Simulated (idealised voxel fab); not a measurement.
The process module presented herein is designated voxel self aligned vias.
FYI the section here is cut, 280 nm wide, cells are 5 nm squares.
For the purposes of this document, a cross-section shall be understood as a grid of square cells, specified as bands listed in top-to-bottom order, each band consisting of one or more rows of cells. Within each band entry, the heights of the top and of the bottom of the band appear first, in that order and in nm; the materials of the band then follow from left to right, each with its corresponding width in nm. The designation "all across" on a single material indicates that it fills the band from edge to edge; the designation "air" indicates empty space. Where do heights start? At 0: under that level the wafer as delivered is made of one material only. And the lowest band has no floor; it just carries on downward, as in "0 -> down". Note: "30 to 40" means the width goes from the first number (top row of the band) to the second number (bottom row) in equal steps per row of cells. Reading "changes: none" for a step: not a cell of the cross-section changed in it. Entry "closed voids". Content: empty spaces with no open connection to the top, size 8 cells or greater. Each: width x height at distance. Distance: from left edge. Unit: nm. Formally, on a step line, whatever follows the settings is a remark that the simulator itself makes on the step. "overlay nm" denotes, for a step that has a mask, the displacement of the mask to the right of its planned place, with negative values corresponding to the left.

## Planned process steps
1,RECEIVE (material Si)
2,CONFORMAL_DEP (material SiO2; thk nm 10)
3,CONFORMAL_DEP (material SiCN; thk nm 5)
4,DIRECTIONAL_DEP (material lowk; thk nm 20)
5,DIRECTIONAL_DEP (material aC; thk nm 10)
6,PATTERN (tone open; mask id LINES; material resist; width nm 25; pitch nm 70; thk nm 25; overlay nm 0)
7,DIRECTIONAL_ETCH (etch materials aC; depth nm 10)
8,STRIP (etch materials resist)
9,DIRECTIONAL_ETCH (etch materials lowk; depth nm 20)
10,STRIP (etch materials aC)
11,CONFORMAL_DEP (material TiN; thk nm 5)
12,FILL_DEP (material Ru; thk nm 10)
13,CMP (height nm 35)
14,SELECTIVE_ETCH (etch materials W Ru TiN; depth nm 10)
15,FILL_DEP (material SiN; thk nm 10)
16,CMP (height nm 35)
17,DIRECTIONAL_DEP (material lowk; thk nm 15)
18,DIRECTIONAL_DEP (material aC; thk nm 15)
19,PATTERN (tone open; mask id VIAS; material resist; width nm 45; pitch nm 70; thk nm 30; overlay nm 0)
20,DIRECTIONAL_ETCH (etch materials aC; depth nm 15)
21,STRIP (etch materials resist)
22,DIRECTIONAL_ETCH (etch materials lowk; depth nm 15)
23,DIRECTIONAL_ETCH (etch materials SiN; depth nm 10)
24,STRIP (etch materials aC)
25,CONFORMAL_DEP (material TiN; thk nm 5)
26,FILL_DEP (material W; thk nm 10)
27,CMP (height nm 50)
28,CONFORMAL_DEP (material SiCN; thk nm 5)

## So this is the incoming wafer in cross-section - it's already been through step 1
0 -> down  Si all across
closed voids: none

## The first of the two wafers as seen in cross-section once the module was finished; processing followed the plan
55 -> 50  SiCN all across
50 -> 40  lowk=45  TiN=5  W=35  TiN=5  lowk=25  TiN=5  W=35  TiN=5  lowk=25  TiN=5  W=35  TiN=5  lowk=50
40 -> 30  lowk=45 to 55  TiN=15 to 5  W=15  TiN=15 to 5  lowk=25 to 45  TiN=15 to 5  W=15  TiN=15 to 5  lowk=25 to 45  TiN=15 to 5  W=15  TiN=15 to 5  lowk=50 to 60
30 -> 25  lowk=55  TiN=25  lowk=45  TiN=25  lowk=45  TiN=25  lowk=60
25 -> 20  lowk=55  TiN=5  Ru=15  TiN=5  lowk=45  TiN=5  Ru=15  TiN=5  lowk=45  TiN=5  Ru=15  TiN=5  lowk=60
20 -> 15  lowk=55  TiN=25  lowk=45  TiN=25  lowk=45  TiN=25  lowk=60
15 -> 10  SiCN all across
10 -> 0  SiO2 all across
0 -> down  Si all across
closed voids: none

## Now the second wafer, cross-sectioned at the end of the module. Nothing different at the start, nothing different in the plan compared with the first, just one mistake when it was actually run
55 -> 50  SiCN all across
50 -> 30  lowk=45  TiN=5  W=35  TiN=5  lowk=25  TiN=5  W=35  TiN=5  lowk=25  TiN=5  W=35  TiN=5  lowk=50
30 -> 25  lowk=45  TiN=45  lowk=25  TiN=45  lowk=25  TiN=45  lowk=50
25 -> 20  lowk=45  TiN=15  Ru=15  TiN=15  lowk=25  TiN=15  Ru=15  TiN=15  lowk=25  TiN=15  Ru=15  TiN=15  lowk=50
20 -> 15  lowk=55  TiN=25  lowk=45  TiN=25  lowk=45  TiN=25  lowk=60
15 -> 10  SiCN all across
10 -> 0  SiO2 all across
0 -> down  Si all across
closed voids: none
Heads up, the wafer didn't run the way we planned it: yeah, plan step 22 got run twice
Per the end-of-run cell counts, the second wafer holds more or fewer of some materials than the first: TiN +12; W +24; lowk -36
